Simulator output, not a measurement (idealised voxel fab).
You're looking at the process module voxel trench capacitor.
For reference, the cross-section in this document is cut, with width 290 nm and square cells of 5 nm.
When this document writes out a cross-section, it uses a grid of square cells and lists it as bands, beginning at the top and moving down, with a band standing for one or more rows of cells. Heads up on the band format: heights come first, top then bottom, in nm. After that it's the materials left to right, each with its width in nm. A single material flagged "all across" fills the whole band edge to edge, and "blank" means there's empty space there. Beneath 0, the wafer as received is one material, and that level is where height counting begins. The lowest band goes on downward without a bottom; it is written like "0 -> down". The notation "30 to 40" denotes a width that varies across the rows of cells in the band, beginning at the first number in the top row, finishing at the second number in the bottom row, and changing by an identical amount from each row to the next. Basically "all unchanged" means that step didn't change any cell in the cross-section. If an empty space has no open way to the top and is at least 8 cells in size, "Sealed void inventory" lists it, written width x height at distance, where distance is measured from the left edge and every value is in nm. What comes after the settings on a step's line is commentary from the simulator itself on that step. If you see "overlay nm" on a step's line and that step has a mask, it's telling you how far right of where it was planned the mask ended up; a negative number means it went left instead.
Steps planned for the process:
1,RECEIVE (material Si)
2,CONFORMAL_DEP (material SiN; thk nm 10)
3,PATTERN (tone open; mask id TRENCH; material resist; width nm 15; pitch nm 35; thk nm 15; overlay nm 0)
4,DIRECTIONAL_ETCH (etch materials SiN; depth nm 10)
5,DIRECTIONAL_ETCH (etch materials Si; depth nm 25)
6,STRIP (etch materials resist)
7,CONFORMAL_DEP (material Al2O3; thk nm 5)
8,FILL_DEP (material polySi; thk nm 10)
9,CMP (height nm 10)
The cross-section here shows the wafer as received, i.e. in its state after step 1:
* 0 -> down  Si all across
* Sealed void inventory: none
Run as planned - first of the two wafers cross-sectioned at the end of the module:
* 10 -> 0  100 nm SiN; 5 nm Al2O3; 5 nm polySi; 5 nm Al2O3; 20 nm SiN; 5 nm Al2O3; 5 nm polySi; 5 nm Al2O3; 20 nm SiN; 5 nm Al2O3; 5 nm polySi; 5 nm Al2O3; 105 nm SiN
* 0 -> -20  100 nm Si; 5 nm Al2O3; 5 nm polySi; 5 nm Al2O3; 20 nm Si; 5 nm Al2O3; 5 nm polySi; 5 nm Al2O3; 20 nm Si; 5 nm Al2O3; 5 nm polySi; 5 nm Al2O3; 105 nm Si
* -20 -> -25  100 nm Si; 15 nm Al2O3; 20 nm Si; 15 nm Al2O3; 20 nm Si; 15 nm Al2O3; 105 nm Si
* -25 -> down  Si all across
* Sealed void inventory: none
This cross-section belongs to the second wafer of two at the end of the module; the start and the plan were shared with the first, and the run included one mistake:
* 25 -> 15  polySi all across
* 15 -> 10  105 nm Al2O3; 5 nm polySi; 30 nm Al2O3; 5 nm polySi; 30 nm Al2O3; 5 nm polySi; 110 nm Al2O3
* 10 -> 0  100 nm SiN; 5 nm Al2O3; 5 nm polySi; 5 nm Al2O3; 20 nm SiN; 5 nm Al2O3; 5 nm polySi; 5 nm Al2O3; 20 nm SiN; 5 nm Al2O3; 5 nm polySi; 5 nm Al2O3; 105 nm SiN
* 0 -> -20  100 nm Si; 5 nm Al2O3; 5 nm polySi; 5 nm Al2O3; 20 nm Si; 5 nm Al2O3; 5 nm polySi; 5 nm Al2O3; 20 nm Si; 5 nm Al2O3; 5 nm polySi; 5 nm Al2O3; 105 nm Si
* -20 -> -25  100 nm Si; 15 nm Al2O3; 20 nm Si; 15 nm Al2O3; 20 nm Si; 15 nm Al2O3; 105 nm Si
* -25 -> down  Si all across
* Sealed void inventory: none
It is concluded that the wafer was processed incorrectly with respect to the plan, in that heads up, step 9 of the plan was skipped and never actually ran
Per the end-of-run cell counts, the second wafer holds more or fewer of some materials than the first: +55 Al2O3; +119 polySi
